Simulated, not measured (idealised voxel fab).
Title: Process Module voxel spacer lines
We display cut, a cross-section 225 nm in width whose square cells are each 5 nm.
For the purposes of this document, a cross-section shall be understood as a grid of square cells, specified as bands listed in top-to-bottom order, each band consisting of one or more rows of cells. First you get the band's top height and its bottom height, in nm, and then the materials it's made of, left to right, with each width in nm. If you see a single material with "all across", that one covers the band edge to edge. "air" is empty space. Heights are expressed relative to 0, this being the level below which the as-received wafer comprises one material exclusively. The lowest band is unbounded in the downward direction and is denoted as in "0 -> down". The expression "30..40" gives the width at the extremes of the band, the first number at its top row of cells and the second at its bottom row, with the width changing by equal amounts from each row to the next in between. Given "no modifications" for a step, no cell of the cross-section differs between before and after that step. So "Cavities, sealed" is basically the list of trapped voids: any empty space of 8 cells or more that can't reach the top through an opening. They're written width x height at distance, the distance being from the left edge, and it's all nm. Anything after a step's settings on that line? It's the simulator's own note about the step. Among the settings permitted on a step's line is "overlay nm"; applied to a step with a mask, it specifies the extent to which the mask lay to the right of its planned position, whereas a negative figure signifies a position to the left.

-- Below is the list of planned process steps
- 1: RECEIVE, material Si
- 2: CONFORMAL_DEP, material Al2O3, thk nm 10
- 3: DIRECTIONAL_DEP, material polySi, thk nm 10
- 4: DIRECTIONAL_DEP, material aC, thk nm 25
- 5: PATTERN, tone cover, mask id MANDREL, material resist, width nm 25, pitch nm 70, thk nm 30, overlay nm 0
- 6: DIRECTIONAL_ETCH, etch materials aC, depth nm 25
- 7: STRIP, etch materials resist
- 8: CONFORMAL_DEP, material SiO2, thk nm 10
- 9: DIRECTIONAL_ETCH, etch materials SiO2, depth nm 10
- 10: STRIP, etch materials aC
- 11: DIRECTIONAL_ETCH, etch materials polySi, depth nm 10
- 12: STRIP, etch materials SiO2

-- Cross-section of the wafer as it came to us, i.e., already through step 1
	0 -> down: Si all across
	Cavities, sealed: none

-- Cross-sectional view of the first of the two wafers upon completion of the module, processed in accordance with the plan
	20 -> 10: 55 air / 10 polySi / 25 air / 10 polySi / 25 air / 10 polySi / 25 air / 10 polySi / 55 air
	10 -> 0: Al2O3 all across
	0 -> down: Si all across
	Cavities, sealed: none

-- Wafer two, end of module, cross-section. Same start, same plan as wafer one. One mistake in the run
	15 -> 10: 55 air / 10 polySi / 25 air / 10 polySi / 25 air / 10 polySi / 25 air / 10 polySi / 55 air
	10 -> 0: Al2O3 all across
	0 -> down: Si all across
	Cavities, sealed: none
The plan and the run diverged here: step 3 deviated from plan and actually ran as DIRECTIONAL_DEP, material polySi, thk nm 5
In the final state, the cell counts of the second wafer exceed or fall short of those of the first for the following materials: polySi -8
